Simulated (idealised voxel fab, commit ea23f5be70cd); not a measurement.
Process module under the name voxel air gaps
Shown is cross-section cut, with a width of 155 nm and square cells of size 5 nm.
The cross-sections in this document take the form of a grid made of square cells. They are written out as bands, in order from top to bottom. Each band consists of one or more rows of cells. Top, bottom (nm), then materials left to right with widths (nm); lone material tagged "full width" fills the whole band edge to edge; "empty" = empty space. It should be noted that heights are counted from 0, beneath which the wafer as supplied is of one material throughout, and that the lowest band possesses no lower boundary but continues downward, as written in "z 0 and below". Read "30->40" as a graded width: first number on top, second number at the bottom, same change between each pair of neighbouring rows. Given "no change" for a step, no cell of the cross-section differs between before and after that step. Voids not open to the top, 8 cells minimum: see "Fully closed voids". Written width x height at distance; distance is from the left edge; nm. What comes after the settings on a step's line is commentary from the simulator itself on that step. overlay nm: how far to the right of its planned place the mask lay on this masked step (negative: to the left).

Intended process steps
| 1 | RECEIVE: material Si |
| 2 | CONFORMAL_DEP: material SiO2, thk nm 15 |
| 3 | CONFORMAL_DEP: material SiN, thk nm 5 |
| 4 | DIRECTIONAL_DEP: material lowk, thk nm 35 |
| 5 | DIRECTIONAL_DEP: material aC, thk nm 10 |
| 6 | PATTERN: tone open, mask id LINES, material resist, width nm 15, pitch nm 40, thk nm 30, overlay nm 0 |
| 7 | DIRECTIONAL_ETCH: etch materials aC, depth nm 10 |
| 8 | STRIP: etch materials resist |
| 9 | DIRECTIONAL_ETCH: etch materials lowk, depth nm 35 |
| 10 | STRIP: etch materials aC |
| 11 | CONFORMAL_DEP: material TiN, thk nm 5 |
| 12 | FILL_DEP: material Ru, thk nm 5 |
| 13 | CMP: height nm 55 |
| 14 | EPI: material Ru, thk nm 10 |
| 15 | SELECTIVE_ETCH: etch materials lowk, depth nm 45 |
| 16 | CONFORMAL_DEP: material SiN, thk nm 5 |

First of two wafers, with the run carried out as planned

Received-state cross-section, reflecting completion of step 1
- z 0 and below | Si full width
- Fully closed voids: none

Cross-section through the wafer, step 2 finished
- z 15 to 0 | SiO2 full width
- Under the height 0 nothing was changed.

Cross-section through the wafer, step 3 finished
- z 20 to 15 | SiN full width
- Under the height 15 nothing was changed.

Cross-section through the wafer, step 4 finished
- z 55 to 20 | lowk full width
- Under the height 20 nothing was changed.

Cross-section through the wafer, step 5 finished
- z 65 to 55 | aC full width
- Under the height 55 nothing was changed.

Cross-section through the wafer, step 6 finished
- z 95 to 65 | resist (30)  empty (15)  resist (25)  empty (15)  resist (25)  empty (15)  resist (30)
- Under the height 65 nothing was changed.

Cross-section through the wafer, step 7 finished
- z 85 to 65 | resist (30)  empty (15)  resist (25)  empty (15)  resist (25)  empty (15)  resist (30)
- z 65 to 55 | aC (30)  empty (15)  aC (25)  empty (15)  aC (25)  empty (15)  aC (30)
- Under the height 55 nothing was changed.

Cross-section through the wafer, step 8 finished
- z 65 to 55 | aC (30)  empty (15)  aC (25)  empty (15)  aC (25)  empty (15)  aC (30)
- Under the height 55 nothing was changed.

Cross-section through the wafer, step 9 finished
- z 65 to 55 | aC (30)  empty (15)  aC (25)  empty (15)  aC (25)  empty (15)  aC (30)
- z 55 to 20 | lowk (30)  empty (15)  lowk (25)  empty (15)  lowk (25)  empty (15)  lowk (30)
- Under the height 20 nothing was changed.

Cross-section through the wafer, step 10 finished
- z 55 to 20 | lowk (30)  empty (15)  lowk (25)  empty (15)  lowk (25)  empty (15)  lowk (30)
- Under the height 20 nothing was changed.

Cross-section through the wafer, step 11 finished
- z 60 to 55 | TiN (35)  empty (5)  TiN (35)  empty (5)  TiN (35)  empty (5)  TiN (35)
- z 55 to 25 | lowk (30)  TiN (5)  empty (5)  TiN (5)  lowk (25)  TiN (5)  empty (5)  TiN (5)  lowk (25)  TiN (5)  empty (5)  TiN (5)  lowk (30)
- z 25 to 20 | lowk (30)  TiN (15)  lowk (25)  TiN (15)  lowk (25)  TiN (15)  lowk (30)
- Under the height 20 nothing was changed.

Cross-section through the wafer, step 12 finished
- z 65 to 60 | Ru full width
- z 60 to 55 | TiN (35)  Ru (5)  TiN (35)  Ru (5)  TiN (35)  Ru (5)  TiN (35)
- z 55 to 25 | lowk (30)  TiN (5)  Ru (5)  TiN (5)  lowk (25)  TiN (5)  Ru (5)  TiN (5)  lowk (25)  TiN (5)  Ru (5)  TiN (5)  lowk (30)
- Under the height 25 nothing was changed.

Cross-section through the wafer, step 13 finished
- z 55 to 25 | lowk (30)  TiN (5)  Ru (5)  TiN (5)  lowk (25)  TiN (5)  Ru (5)  TiN (5)  lowk (25)  TiN (5)  Ru (5)  TiN (5)  lowk (30)
- Under the height 25 nothing was changed.

Cross-section through the wafer, step 14 finished
- z 65 to 55 | empty (20)  Ru (35)  empty (5)  Ru (35)  empty (5)  Ru (35)  empty (20)
- Under the height 55 nothing was changed.

Cross-section through the wafer, step 15 finished
- z 65 to 55 | empty (20)  Ru (35)  empty (5)  Ru (35)  empty (5)  Ru (35)  empty (20)
- z 55 to 25 | empty (30)  TiN (5)  Ru (5)  TiN (5)  empty (25)  TiN (5)  Ru (5)  TiN (5)  empty (25)  TiN (5)  Ru (5)  TiN (5)  empty (30)
- z 25 to 20 | empty (30)  TiN (15)  empty (25)  TiN (15)  empty (25)  TiN (15)  empty (30)
- Under the height 20 nothing was changed.

Cross-section through the wafer, step 16 finished
- z 70 to 65 | empty (15)  SiN (125)  empty (15)
- z 65 to 55 | empty (15)  SiN (5)  Ru (35)  SiN (5)  Ru (35)  SiN (5)  Ru (35)  SiN (5)  empty (15)
- z 55 to 50 | empty (15)  SiN (15)  TiN (5)  Ru (5)  TiN (5)  SiN (25)  TiN (5)  Ru (5)  TiN (5)  SiN (25)  TiN (5)  Ru (5)  TiN (5)  SiN (15)  empty (15)
- z 50 to 25 | empty (25)  SiN (5)  TiN (5)  Ru (5)  TiN (5)  SiN (5)  empty (15)  SiN (5)  TiN (5)  Ru (5)  TiN (5)  SiN (5)  empty (15)  SiN (5)  TiN (5)  Ru (5)  TiN (5)  SiN (5)  empty (25)
- z 25 to 20 | SiN (30)  TiN (15)  SiN (25)  TiN (15)  SiN (25)  TiN (15)  SiN (30)
- Under the height 20 nothing was changed.
- Fully closed voids: 15 x 25 at 50; 15 x 25 at 90

The second wafer began exactly as the first did and followed the same plan, but one mistake was made while running it; through step 13 inclusive, the two wafers are identical

Cross-sectional representation of the second wafer at the time designated in the plan for the completion of step 14
- z 55 to 25 | empty (30)  TiN (5)  Ru (5)  TiN (5)  empty (25)  TiN (5)  Ru (5)  TiN (5)  empty (25)  TiN (5)  Ru (5)  TiN (5)  empty (30)
- z 25 to 20 | empty (30)  TiN (15)  empty (25)  TiN (15)  empty (25)  TiN (15)  empty (30)
- Under the height 20 nothing was changed.

Cross-sectional representation of the second wafer at the time designated in the plan for the completion of step 15
- z 65 to 55 | empty (20)  Ru (35)  empty (5)  Ru (35)  empty (5)  Ru (35)  empty (20)
- z 55 to 25 | empty (20)  Ru (10)  TiN (5)  Ru (5)  TiN (5)  Ru (10)  empty (5)  Ru (10)  TiN (5)  Ru (5)  TiN (5)  Ru (10)  empty (5)  Ru (10)  TiN (5)  Ru (5)  TiN (5)  Ru (10)  empty (20)
- z 25 to 20 | empty (20)  Ru (10)  TiN (15)  Ru (10)  empty (5)  Ru (10)  TiN (15)  Ru (10)  empty (5)  Ru (10)  TiN (15)  Ru (10)  empty (20)
- Under the height 20 nothing was changed.

Cross-sectional representation of the second wafer at the time designated in the plan for the completion of step 16
- z 70 to 65 | empty (15)  SiN (125)  empty (15)
- z 65 to 55 | empty (15)  SiN (5)  Ru (35)  SiN (5)  Ru (35)  SiN (5)  Ru (35)  SiN (5)  empty (15)
- z 55 to 25 | empty (15)  SiN (5)  Ru (10)  TiN (5)  Ru (5)  TiN (5)  Ru (10)  SiN (5)  Ru (10)  TiN (5)  Ru (5)  TiN (5)  Ru (10)  SiN (5)  Ru (10)  TiN (5)  Ru (5)  TiN (5)  Ru (10)  SiN (5)  empty (15)
- z 25 to 20 | SiN (20)  Ru (10)  TiN (15)  Ru (10)  SiN (5)  Ru (10)  TiN (15)  Ru (10)  SiN (5)  Ru (10)  TiN (15)  Ru (10)  SiN (20)
- Under the height 20 nothing was changed.
What went wrong in running the wafer? it was found that steps 14 and 15 of the process plan had been performed in exchanged positions
The second wafer ends with more or fewer cells of some materials than the first, per final count: Ru +84, SiN -34
closed voids at the end (first wafer, second wafer): 2, 0
